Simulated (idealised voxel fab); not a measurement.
The document below concerns the process module designated voxel gate over fins.
Cross-section cut: width 185 nm, square cells of 5 nm.
Notation: cross-section as square-cell grid; stated in bands, top first, going down; one or more cell rows per band.
Heights first: top, then bottom, in nm. Then materials, left to right, each with a width in nm. "full width" on a single material: fills the band edge to edge. "empty": empty space.
Heads up on the height convention: 0 is the point under which the incoming wafer is all one material, and the lowest band has no bottom, it just keeps going down, like "from 0 down".
Note: "30..40" means the width goes from the first number (top row of the band) to the second number (bottom row) in equal steps per row of cells.
Key: "no change" - step with no changed cell in the cross-section.
This entry, "Enclosed cavities", enumerates those empty regions of no fewer than 8 cells that possess no open connection to the top. Each region is reported in the form width x height at distance, the distance being taken from the left edge, with all three quantities expressed in nm.
Text after the settings on a step's line: the simulator's own remark on that step.
overlay nm: mask right of planned place by this much (step with mask). Neg. = left.
Process steps foreseen in the plan
step 1: RECEIVE (material Si)
step 2: CONFORMAL_DEP (material SiN; thk nm 10)
step 3: PATTERN (tone cover; mask id FINS; material resist; width nm 15; pitch nm 45; thk nm 20; overlay nm 0)
step 4: DIRECTIONAL_ETCH (etch materials SiN; depth nm 10)
step 5: DIRECTIONAL_ETCH (etch materials Si; depth nm 35)
step 6: STRIP (etch materials resist)
step 7: FILL_DEP (material SiO2; thk nm 5)
step 8: CMP (height nm 10)
step 9: SELECTIVE_ETCH (etch materials SiO2; depth nm 20)
step 10: STRIP (etch materials SiN)
step 11: CONFORMAL_DEP (material HfO2; thk nm 5)
step 12: CONFORMAL_DEP (material TiN; thk nm 5)
step 13: CONFORMAL_DEP (material TiAl; thk nm 5)
step 14: CONFORMAL_DEP (material TiN; thk nm 5)
step 15: FILL_DEP (material W; thk nm 15)
step 16: CMP (height nm 30)
step 17: CONFORMAL_DEP (material SiN; thk nm 5)
First of two wafers - as planned
Cross-sectional view of the wafer in its as-received condition, corresponding to the state after step 1
> from 0 down | Si full width
> Enclosed cavities: none
Step 2 complete: cross-section through the wafer
> from 10 to 0 | SiN full width
> Nothing below the height 0 has changed.
Step 3 complete: cross-section through the wafer
> from 30 to 10 | empty 60 nm | resist 15 nm | empty 30 nm | resist 15 nm | empty 65 nm
> Nothing below the height 10 has changed.
Step 4 complete: cross-section through the wafer
> from 30 to 10 | empty 60 nm | resist 15 nm | empty 30 nm | resist 15 nm | empty 65 nm
> from 10 to 0 | empty 60 nm | SiN 15 nm | empty 30 nm | SiN 15 nm | empty 65 nm
> Nothing below the height 0 has changed.
Step 5 complete: cross-section through the wafer
> from 30 to 10 | empty 60 nm | resist 15 nm | empty 30 nm | resist 15 nm | empty 65 nm
> from 10 to 0 | empty 60 nm | SiN 15 nm | empty 30 nm | SiN 15 nm | empty 65 nm
> from 0 to -35 | empty 60 nm | Si 15 nm | empty 30 nm | Si 15 nm | empty 65 nm
> Nothing below the height -35 has changed.
Step 6 complete: cross-section through the wafer
> from 10 to 0 | empty 60 nm | SiN 15 nm | empty 30 nm | SiN 15 nm | empty 65 nm
> Nothing below the height 0 has changed.
Step 7 complete: cross-section through the wafer
> from 15 to 10 | SiO2 full width
> from 10 to 0 | SiO2 60 nm | SiN 15 nm | SiO2 30 nm | SiN 15 nm | SiO2 65 nm
> from 0 to -35 | SiO2 60 nm | Si 15 nm | SiO2 30 nm | Si 15 nm | SiO2 65 nm
> Nothing below the height -35 has changed.
Step 8 complete: cross-section through the wafer
> from 10 to 0 | SiO2 60 nm | SiN 15 nm | SiO2 30 nm | SiN 15 nm | SiO2 65 nm
> Nothing below the height 0 has changed.
Step 9 complete: cross-section through the wafer
> from 10 to 0 | empty 60 nm | SiN 15 nm | empty 30 nm | SiN 15 nm | empty 65 nm
> from 0 to -10 | empty 60 nm | Si 15 nm | empty 30 nm | Si 15 nm | empty 65 nm
> Nothing below the height -10 has changed.
Step 10 complete: cross-section through the wafer
> from 0 to -10 | empty 60 nm | Si 15 nm | empty 30 nm | Si 15 nm | empty 65 nm
> Nothing below the height -10 has changed.
Step 11 complete: cross-section through the wafer
> from 5 to 0 | empty 55 nm | HfO2 25 nm | empty 20 nm | HfO2 25 nm | empty 60 nm
> from 0 to -5 | empty 55 nm | HfO2 5 nm | Si 15 nm | HfO2 5 nm | empty 20 nm | HfO2 5 nm | Si 15 nm | HfO2 5 nm | empty 60 nm
> from -5 to -10 | HfO2 60 nm | Si 15 nm | HfO2 30 nm | Si 15 nm | HfO2 65 nm
> Nothing below the height -10 has changed.
Step 12 complete: cross-section through the wafer
> from 10 to 5 | empty 50 nm | TiN 35 nm | empty 10 nm | TiN 35 nm | empty 55 nm
> from 5 to 0 | empty 50 nm | TiN 5 nm | HfO2 25 nm | TiN 5 nm | empty 10 nm | TiN 5 nm | HfO2 25 nm | TiN 5 nm | empty 55 nm
> from 0 to -5 | TiN 55 nm | HfO2 5 nm | Si 15 nm | HfO2 5 nm | TiN 20 nm | HfO2 5 nm | Si 15 nm | HfO2 5 nm | TiN 60 nm
> Nothing below the height -5 has changed.
Step 13 complete: cross-section through the wafer
> from 15 to 10 | empty 45 nm | TiAl 90 nm | empty 50 nm
> from 10 to 5 | empty 45 nm | TiAl 5 nm | TiN 35 nm | TiAl 10 nm | TiN 35 nm | TiAl 5 nm | empty 50 nm
> from 5 to 0 | TiAl 50 nm | TiN 5 nm | HfO2 25 nm | TiN 5 nm | TiAl 10 nm | TiN 5 nm | HfO2 25 nm | TiN 5 nm | TiAl 55 nm
> Nothing below the height 0 has changed.
Step 14 complete: cross-section through the wafer
> from 20 to 15 | empty 40 nm | TiN 100 nm | empty 45 nm
> from 15 to 10 | empty 40 nm | TiN 5 nm | TiAl 90 nm | TiN 5 nm | empty 45 nm
> from 10 to 5 | TiN 45 nm | TiAl 5 nm | TiN 35 nm | TiAl 10 nm | TiN 35 nm | TiAl 5 nm | TiN 50 nm
> Nothing below the height 5 has changed.
Step 15 complete: cross-section through the wafer
> from 35 to 20 | W full width
> from 20 to 15 | W 40 nm | TiN 100 nm | W 45 nm
> from 15 to 10 | W 40 nm | TiN 5 nm | TiAl 90 nm | TiN 5 nm | W 45 nm
> Nothing below the height 10 has changed.
Step 16 complete: cross-section through the wafer
> from 30 to 20 | W full width
> Nothing below the height 20 has changed.
Step 17 complete: cross-section through the wafer
> from 35 to 30 | SiN full width
> Nothing below the height 30 has changed.
The Second Wafer: Common Origin and Plan, One Mistake in Execution, Identical to the First Through Step 12
when step 13 should have ended: no change
When step 14 should have ended
> from 15 to 5 | empty 45 nm | TiN 90 nm | empty 50 nm
> from 5 to 0 | TiN 55 nm | HfO2 25 nm | TiN 20 nm | HfO2 25 nm | TiN 60 nm
> Nothing below the height 0 has changed.
When step 15 should have ended
> from 30 to 15 | W full width
> from 15 to 5 | W 45 nm | TiN 90 nm | W 50 nm
> Nothing below the height 5 has changed.
when step 16 should have ended: no change
When step 17 should have ended
> from 35 to 30 | SiN full width
> Nothing below the height 30 has changed.
Error vs. plan: plan step 13 skipped
The final cell counts differ between the wafers, with the second having more or fewer of some materials than the first: -45 TiAl; +4 TiN; +41 W
